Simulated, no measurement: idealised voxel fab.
Process module heading - voxel capacitor over wiring
FYI the section here is cut, 155 nm wide, cells are 5 nm squares.
We lay out every cross-section as a grid of square cells and spell it out in bands from the top down, where one band means one or more rows of cells. First you get the band's top height and its bottom height, in nm, and then the materials it's made of, left to right, with each width in nm. If you see a single material with "all across", that one covers the band edge to edge. "air" is empty space. Ref level 0: as-received wafer is one material below here. Bottom band extends down with no lower bound ("z 0 and below"). So if you see something like "30->40" for the width, read it as the top row of the band sitting at the first number and the bottom row at the second, with every row in between moving by the same amount as the last. You'll sometimes find "no alterations made" written for a step, and that's the way of saying that nowhere in the cross-section did a cell change during that step. The entry "Sealed void list" lists the empty spaces that cover at least 8 cells and have no open path to the top. Each is written as width x height at distance, where the distance is measured from the left edge and all three values are in nm. Past the settings on a step's line: simulator remark, on that step. overlay nm, on a step with a mask: how far to the right of its planned place the mask lay; to the left if negative.
[Process steps - plan]
1. RECEIVE | material Si
2. CONFORMAL_DEP | material SiO2 | thk nm 10
3. DIRECTIONAL_DEP | material TiN | thk nm 5
4. DIRECTIONAL_DEP | material Ru | thk nm 20
5. DIRECTIONAL_DEP | material aC | thk nm 10
6. PATTERN | tone cover | mask id METAL_1 | material resist | width nm 25 | pitch nm 95 | thk nm 30 | overlay nm 0
7. DIRECTIONAL_ETCH | etch materials aC | depth nm 10
8. STRIP | etch materials resist
9. DIRECTIONAL_ETCH | etch materials Ru | depth nm 20
10. DIRECTIONAL_ETCH | etch materials TiN | depth nm 5
11. STRIP | etch materials aC
12. CONFORMAL_DEP | material SiN | thk nm 5
13. FILL_DEP | material lowk | thk nm 5
14. CMP | height nm 35
15. CONFORMAL_DEP | material SiCN | thk nm 5
16. DIRECTIONAL_DEP | material lowk | thk nm 15
17. PATTERN | tone open | mask id PLUG_1 | material resist | width nm 15 | thk nm 15 | overlay nm -10
18. DIRECTIONAL_ETCH | etch materials lowk | depth nm 15
19. DIRECTIONAL_ETCH | etch materials SiCN | depth nm 5
20. STRIP | etch materials resist
21. EPI | material Ru | thk nm 10
22. EPI | material Ru | thk nm 10
23. DIRECTIONAL_DEP | material TiN | thk nm 5
24. DIRECTIONAL_DEP | material Al2O3 | thk nm 5
25. DIRECTIONAL_DEP | material TiN | thk nm 10
26. PATTERN | tone cover | mask id UPPER_PLATE | material resist | width nm 75 | thk nm 20 | overlay nm 0
27. DIRECTIONAL_ETCH | etch materials TiN | depth nm 10
28. DIRECTIONAL_ETCH | etch materials Al2O3 | depth nm 5
29. STRIP | etch materials resist
30. PATTERN | tone cover | mask id LOWER_PLATE | material resist | width nm 85 | thk nm 20 | overlay nm 0
31. DIRECTIONAL_ETCH | etch materials TiN | depth nm 5
32. STRIP | etch materials resist
33. FILL_DEP | material SiO2 | thk nm 15
34. CMP | height nm 85
35. DIRECTIONAL_DEP | material aC | thk nm 10
36. PATTERN | tone open | mask id PLUG_2 | material resist | width nm 15 | thk nm 25 | overlay nm 0
37. DIRECTIONAL_ETCH | etch materials aC | depth nm 10
38. STRIP | etch materials resist
39. DIRECTIONAL_ETCH | etch materials SiO2 | depth nm 10
40. STRIP | etch materials aC
41. CONFORMAL_DEP | material TiN | thk nm 5
42. FILL_DEP | material Ru | thk nm 10
43. CMP | height nm 85
44. CONFORMAL_DEP | material SiCN | thk nm 5
Wafer-to-wafer difference: overlay nm, step 17. Common start. Plan = first wafer's value.
[As-received state after step 1, first of several wafers, cross-section]
> z 0 and below = Si all across
> Sealed void list: none
[The rows of the table below are wafers. Looking at the end of the module, a row counts, for every material, the cells the wafer has gained, shown as (+), or lost, shown as (-), since it was received; its closed voids come next]
overlay nm -10, +15 Al2O3, +53 Ru, +59 SiCN, +37 SiN, +180 SiO2, +62 TiN, +152 lowk, Sealed void list: none
overlay nm -5, +15 Al2O3, +53 Ru, +59 SiCN, +37 SiN, +180 SiO2, +62 TiN, +152 lowk, Sealed void list: none
overlay nm 0, +15 Al2O3, +53 Ru, +59 SiCN, +37 SiN, +180 SiO2, +62 TiN, +152 lowk, Sealed void list: none
overlay nm 5, +15 Al2O3, +53 Ru, +59 SiCN, +37 SiN, +180 SiO2, +62 TiN, +152 lowk, Sealed void list: none
overlay nm 10, +15 Al2O3, +53 Ru, +59 SiCN, +37 SiN, +180 SiO2, +62 TiN, +152 lowk, Sealed void list: none
overlay nm 15, +15 Al2O3, +41 Ru, +59 SiCN, +37 SiN, +192 SiO2, +62 TiN, +152 lowk, Sealed void list: none
